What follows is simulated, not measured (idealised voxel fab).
process module | voxel transistor to metal
cross-section cut | 210 nm wide | cells 5 nm
A cross-section is a grid of square cells, given in bands from the top down. A band is one or more rows of cells.
Each band's line starts with the height of the band's top and of its bottom, in nm. Then come its materials from left to right, each with its width in nm. One material with "throughout" fills the band from edge to edge. "air" is empty space.
Height 0 is the level under which the wafer as received is all one material. The lowest band goes on downwards, as in "0 down".
A width such as "30 to 40" changes by the same amount from each row of cells to the next, from the band's top row to its bottom row.
"no change" after a step means that no cell of the cross-section changed.
closed voids: empty space of 8 cells or more with no open way to the top, each as width x height at its distance from the left edge, in nm
after a step's settings: what the simulator itself notes on the step
overlay nm, on a step with a mask: how far to the right of its planned place the mask lay; to the left if negative
plan
1 op RECEIVE | material Si
2 op CONFORMAL_DEP | material SiO2 | thk nm 5
3 op CONFORMAL_DEP | material SiN | thk nm 15
4 op MASKED_ETCH | tone cover | mask id ACTIVE | width nm 120 | etch materials SiN | depth nm 15 | overlay nm 0
5 op MASKED_ETCH | tone cover | mask id ACTIVE | width nm 120 | etch materials SiO2 | depth nm 5 | overlay nm 0
6 op MASKED_ETCH | tone cover | mask id ACTIVE | width nm 120 | etch materials Si | depth nm 35 | overlay nm 0
7 op FILL_DEP | material SiO2 | thk nm 10
8 op CMP | height nm 20
9 op SELECTIVE_ETCH | etch materials SiO2 | depth nm 5
10 op STRIP | etch materials SiN
11 op SELECTIVE_ETCH | etch materials SiO2 | depth nm 5
12 op OXIDIZE | depth nm 5
13 op DIRECTIONAL_DEP | material polySi | thk nm 25
14 op DIRECTIONAL_DEP | material SiCN | thk nm 15
15 op MASKED_ETCH | tone cover | mask id GATE | width nm 30 | etch materials SiCN | depth nm 25 | overlay nm 0
16 op MASKED_ETCH | tone cover | mask id GATE | width nm 30 | etch materials polySi | depth nm 35 | overlay nm 0
17 op CONFORMAL_DEP | material SiN | thk nm 10
18 op DIRECTIONAL_ETCH | etch materials SiN | depth nm 10
19 op DIRECTIONAL_ETCH | etch materials SiO2 | depth nm 5
20 op EPI | material SiGe | thk nm 5
21 op FILL_DEP | material SiO2 | thk nm 10
22 op CMP | height nm 25
23 op STRIP | etch materials polySi
24 op SELECTIVE_ETCH | etch materials SiO2 | depth nm 5
25 op CONFORMAL_DEP | material HfO2 | thk nm 5
26 op CONFORMAL_DEP | material TiN | thk nm 5
27 op FILL_DEP | material W | thk nm 10
28 op CMP | height nm 20
29 op DIRECTIONAL_DEP | material SiO2 | thk nm 15
30 op PATTERN | tone open | mask id CONTACT | material resist | width nm 15 | pitch nm 85 | thk nm 15 | overlay nm 0
31 op DIRECTIONAL_ETCH | etch materials SiO2 | depth nm 35
32 op STRIP | etch materials resist
33 op CONFORMAL_DEP | material TiN | thk nm 5
34 op FILL_DEP | material W | thk nm 5
35 op CMP | height nm 35
36 op CONFORMAL_DEP | material SiCN | thk nm 5
37 op DIRECTIONAL_DEP | material SiO2 | thk nm 15
38 op MASKED_ETCH | tone open | mask id METAL_1 | width nm 15 | pitch nm 85 | etch materials SiO2 | depth nm 15 | overlay nm 0
39 op MASKED_ETCH | tone open | mask id METAL_1 | width nm 15 | pitch nm 85 | etch materials SiCN | depth nm 5 | overlay nm 0
40 op CONFORMAL_DEP | material TiN | thk nm 5
41 op FILL_DEP | material Cu | thk nm 10
42 op CMP | height nm 55
43 op CONFORMAL_DEP | material SiCN | thk nm 5
44 op DIRECTIONAL_DEP | material SiO2 | thk nm 30
45 op DIRECTIONAL_DEP | material aC | thk nm 15
46 op PATTERN | tone open | mask id METAL_2 | material resist | width nm 15 | pitch nm 85 | thk nm 35 | overlay nm 0
47 op DIRECTIONAL_ETCH | etch materials aC | depth nm 15
48 op STRIP | etch materials resist
49 op DIRECTIONAL_ETCH | etch materials SiO2 | depth nm 15
50 op STRIP | etch materials aC
51 op PATTERN | tone open | mask id METAL_2_HOLES | material resist | width nm 15 | pitch nm 85 | thk nm 20 | overlay nm 0
52 op DIRECTIONAL_ETCH | etch materials SiO2 | depth nm 15
53 op DIRECTIONAL_ETCH | etch materials SiCN | depth nm 5
54 op STRIP | etch materials resist
55 op CONFORMAL_DEP | material TiN | thk nm 5
56 op FILL_DEP | material Cu | thk nm 10
57 op CMP | height nm 90
58 op CONFORMAL_DEP | material SiN | thk nm 5
varied across the wafers: thk nm of step 55. The plan shows the first wafer's value. All wafers start alike
first wafer as received, after step 1
  0 down: Si throughout
  closed voids: none
each wafer at the end: cells of each material gained (+) or lost (-) since it was received, then its closed voids
thk nm 5 | +18 Cu | +16 HfO2 | -150 Si | +72 SiCN | +12 SiGe | +66 SiN | +658 SiO2 | +88 TiN | +18 W | closed voids: none
thk nm 10 | +6 Cu | +16 HfO2 | -150 Si | +72 SiCN | +12 SiGe | +66 SiN | +658 SiO2 | +100 TiN | +18 W | closed voids: none
thk nm 15 | +6 Cu | +16 HfO2 | -150 Si | +72 SiCN | +12 SiGe | +66 SiN | +658 SiO2 | +100 TiN | +18 W | closed voids: none
thk nm 20 | +6 Cu | +16 HfO2 | -150 Si | +72 SiCN | +12 SiGe | +66 SiN | +658 SiO2 | +100 TiN | +18 W | closed voids: none
